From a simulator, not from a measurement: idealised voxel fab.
Process module heading - voxel self aligned contacts
In the cross-section labelled cut, the width is 170 nm and each square cell is 5 nm.
Heads up, the way a cross-section reads in here is a grid of square cells, handed over as bands from the top down, with every band being one or more rows of cells. Band: top height; bottom height; in nm. Then, left to right: material with width in nm, for each material. "full width": a single material spanning edge to edge. "blank": empty space. Heads up on the height convention: 0 is the point under which the incoming wafer is all one material, and the lowest band has no bottom, it just keeps going down, like "0 and below". A width given as "30 to 40" starts at the first number in the band's top row and ends at the second number in its bottom row, shifting by an equal amount at every step from row to row. Basically "changes: none" means that step didn't change any cell in the cross-section. Heads up: "Unvented internal voids" only lists the empty pockets with no open path to the top that are 8 cells or more, and it writes them as width x height at distance, distance from the left edge, in nm. If you see something after the settings on a step's line, that's the simulator's own remark about that step. Among the settings permitted on a step's line is "overlay nm"; applied to a step with a mask, it specifies the extent to which the mask lay to the right of its planned position, whereas a negative figure signifies a position to the left.

-- Process steps foreseen in the plan
1,RECEIVE: material Si
2,OXIDIZE: depth nm 5
3,DIRECTIONAL_DEP: material polySi, thk nm 30
4,DIRECTIONAL_DEP: material SiN, thk nm 25
5,DIRECTIONAL_DEP: material aC, thk nm 15
6,PATTERN: tone cover, mask id GATE, material resist, width nm 30, pitch nm 75, thk nm 35, overlay nm 0
7,DIRECTIONAL_ETCH: etch materials aC, depth nm 15
8,STRIP: etch materials resist
9,DIRECTIONAL_ETCH: etch materials SiN, depth nm 25
10,DIRECTIONAL_ETCH: etch materials polySi, depth nm 30
11,STRIP: etch materials aC
12,CONFORMAL_DEP: material SiN, thk nm 10
13,DIRECTIONAL_ETCH: etch materials SiN, depth nm 10
14,FILL_DEP: material SiO2, thk nm 15
15,CMP: height nm 60
16,MASKED_ETCH: tone open, mask id CONTACT, width nm 55, etch materials SiO2, depth nm 65, overlay nm 0
17,CONFORMAL_DEP: material TiN, thk nm 5
18,FILL_DEP: material W, thk nm 5
19,CMP: height nm 60
20,CONFORMAL_DEP: material SiN, thk nm 5

-- On the first of the two wafers: run conducted according to plan

-- Cross-section of the wafer upon arrival, representing the state reached after step 1
  0 and below | Si full width
  Unvented internal voids: none

-- Cross-section through the wafer, step 2 finished
  0 down to -5 | SiO2 full width
  Unchanged below -5.

-- Cross-section through the wafer, step 3 finished
  30 down to 0 | polySi full width
  Unchanged below 0.

-- Cross-section through the wafer, step 4 finished
  55 down to 30 | SiN full width
  Unchanged below 30.

-- Cross-section through the wafer, step 5 finished
  70 down to 55 | aC full width
  Unchanged below 55.

-- Cross-section through the wafer, step 6 finished
  105 down to 70 | 30 of blank  30 of resist  45 of blank  30 of resist  35 of blank
  Unchanged below 70.

-- Cross-section through the wafer, step 7 finished
  90 down to 70 | 30 of blank  30 of resist  45 of blank  30 of resist  35 of blank
  70 down to 55 | 30 of blank  30 of aC  45 of blank  30 of aC  35 of blank
  Unchanged below 55.

-- Cross-section through the wafer, step 8 finished
  70 down to 55 | 30 of blank  30 of aC  45 of blank  30 of aC  35 of blank
  Unchanged below 55.

-- Cross-section through the wafer, step 9 finished
  70 down to 55 | 30 of blank  30 of aC  45 of blank  30 of aC  35 of blank
  55 down to 30 | 30 of blank  30 of SiN  45 of blank  30 of SiN  35 of blank
  Unchanged below 30.

-- Cross-section through the wafer, step 10 finished
  70 down to 55 | 30 of blank  30 of aC  45 of blank  30 of aC  35 of blank
  55 down to 30 | 30 of blank  30 of SiN  45 of blank  30 of SiN  35 of blank
  30 down to 0 | 30 of blank  30 of polySi  45 of blank  30 of polySi  35 of blank
  Unchanged below 0.

-- Cross-section through the wafer, step 11 finished
  55 down to 30 | 30 of blank  30 of SiN  45 of blank  30 of SiN  35 of blank
  Unchanged below 30.

-- Cross-section through the wafer, step 12 finished
  65 down to 30 | 20 of blank  50 of SiN  25 of blank  50 of SiN  25 of blank
  30 down to 10 | 20 of blank  10 of SiN  30 of polySi  10 of SiN  25 of blank  10 of SiN  30 of polySi  10 of SiN  25 of blank
  10 down to 0 | 30 of SiN  30 of polySi  45 of SiN  30 of polySi  35 of SiN
  Unchanged below 0.

-- Cross-section through the wafer, step 13 finished
  55 down to 30 | 20 of blank  50 of SiN  25 of blank  50 of SiN  25 of blank
  30 down to 0 | 20 of blank  10 of SiN  30 of polySi  10 of SiN  25 of blank  10 of SiN  30 of polySi  10 of SiN  25 of blank
  Unchanged below 0.

-- Cross-section through the wafer, step 14 finished
  70 down to 55 | SiO2 full width
  55 down to 30 | 20 of SiO2  50 of SiN  25 of SiO2  50 of SiN  25 of SiO2
  30 down to 0 | 20 of SiO2  10 of SiN  30 of polySi  10 of SiN  25 of SiO2  10 of SiN  30 of polySi  10 of SiN  25 of SiO2
  Unchanged below 0.

-- Cross-section through the wafer, step 15 finished
  60 down to 55 | SiO2 full width
  Unchanged below 55.

-- Cross-section through the wafer, step 16 finished
  60 down to 55 | 55 of SiO2  55 of blank  60 of SiO2
  55 down to 30 | 20 of SiO2  50 of SiN  25 of blank  50 of SiN  25 of SiO2
  30 down to 0 | 20 of SiO2  10 of SiN  30 of polySi  10 of SiN  25 of blank  10 of SiN  30 of polySi  10 of SiN  25 of SiO2
  0 down to -5 | 70 of SiO2  25 of blank  75 of SiO2
  Unchanged below -5.

-- Cross-section through the wafer, step 17 finished
  65 down to 60 | 60 of TiN  45 of blank  65 of TiN
  60 down to 55 | 55 of SiO2  20 of TiN  15 of blank  20 of TiN  60 of SiO2
  55 down to 30 | 20 of SiO2  50 of SiN  5 of TiN  15 of blank  5 of TiN  50 of SiN  25 of SiO2
  30 down to 0 | 20 of SiO2  10 of SiN  30 of polySi  10 of SiN  5 of TiN  15 of blank  5 of TiN  10 of SiN  30 of polySi  10 of SiN  25 of SiO2
  0 down to -5 | 70 of SiO2  25 of TiN  75 of SiO2
  Unchanged below -5.

-- Cross-section through the wafer, step 18 finished
  70 down to 65 | W full width
  65 down to 60 | 60 of TiN  45 of W  65 of TiN
  60 down to 55 | 55 of SiO2  20 of TiN  15 of W  20 of TiN  60 of SiO2
  55 down to 30 | 20 of SiO2  50 of SiN  5 of TiN  15 of W  5 of TiN  50 of SiN  25 of SiO2
  30 down to 0 | 20 of SiO2  10 of SiN  30 of polySi  10 of SiN  5 of TiN  15 of W  5 of TiN  10 of SiN  30 of polySi  10 of SiN  25 of SiO2
  Unchanged below 0.

-- Cross-section through the wafer, step 19 finished
  60 down to 55 | 55 of SiO2  20 of TiN  15 of W  20 of TiN  60 of SiO2
  Unchanged below 55.

-- Cross-section through the wafer, step 20 finished
  65 down to 60 | SiN full width
  Unchanged below 60.

-- Second of two: same start, same plan, one run error; steps up to and including 4 match the first

-- Second wafer cross-section, taken as of the time the plan sets for step 5 to be done
  70 down to 55 | W full width
  Unchanged below 55.

-- Second wafer cross-section, taken as of the time the plan sets for step 6 to be done
  105 down to 70 | 30 of blank  30 of resist  45 of blank  30 of resist  35 of blank
  Unchanged below 70.

-- Second wafer cross-section, taken as of the time the plan sets for step 7 to be done
  90 down to 70 | 30 of blank  30 of resist  45 of blank  30 of resist  35 of blank
  Unchanged below 70.

-- Second wafer cross-section, taken as of the time the plan sets for step 8 to be done
  70 down to 55 | W full width
  Unchanged below 55.

Second wafer cross-section, taken as of the time the plan sets for step 9 to be done: changes: none

Second wafer cross-section, taken as of the time the plan sets for step 10 to be done: changes: none

Second wafer cross-section, taken as of the time the plan sets for step 11 to be done: changes: none

-- Second wafer cross-section, taken as of the time the plan sets for step 12 to be done
  80 down to 70 | SiN full width
  Unchanged below 70.

-- Second wafer cross-section, taken as of the time the plan sets for step 13 to be done
  70 down to 55 | W full width
  Unchanged below 55.

-- Second wafer cross-section, taken as of the time the plan sets for step 14 to be done
  85 down to 70 | SiO2 full width
  Unchanged below 70.

-- Second wafer cross-section, taken as of the time the plan sets for step 15 to be done
  60 down to 55 | W full width
  Unchanged below 55.

Second wafer cross-section, taken as of the time the plan sets for step 16 to be done: changes: none

-- Second wafer cross-section, taken as of the time the plan sets for step 17 to be done
  65 down to 60 | TiN full width
  Unchanged below 60.

-- Second wafer cross-section, taken as of the time the plan sets for step 18 to be done
  70 down to 65 | W full width
  Unchanged below 65.

-- Second wafer cross-section, taken as of the time the plan sets for step 19 to be done
  60 down to 55 | W full width
  Unchanged below 55.

-- Second wafer cross-section, taken as of the time the plan sets for step 20 to be done
  65 down to 60 | SiN full width
  Unchanged below 60.
Short version of what went wrong: planned and actual differ for step 5; actual: DIRECTIONAL_DEP: material W, thk nm 15
Final tally in cells, some materials are higher or lower on the second wafer than on the first: 22 more of SiN, 117 fewer of SiO2, 35 fewer of TiN, 2 fewer of W, 132 more of polySi
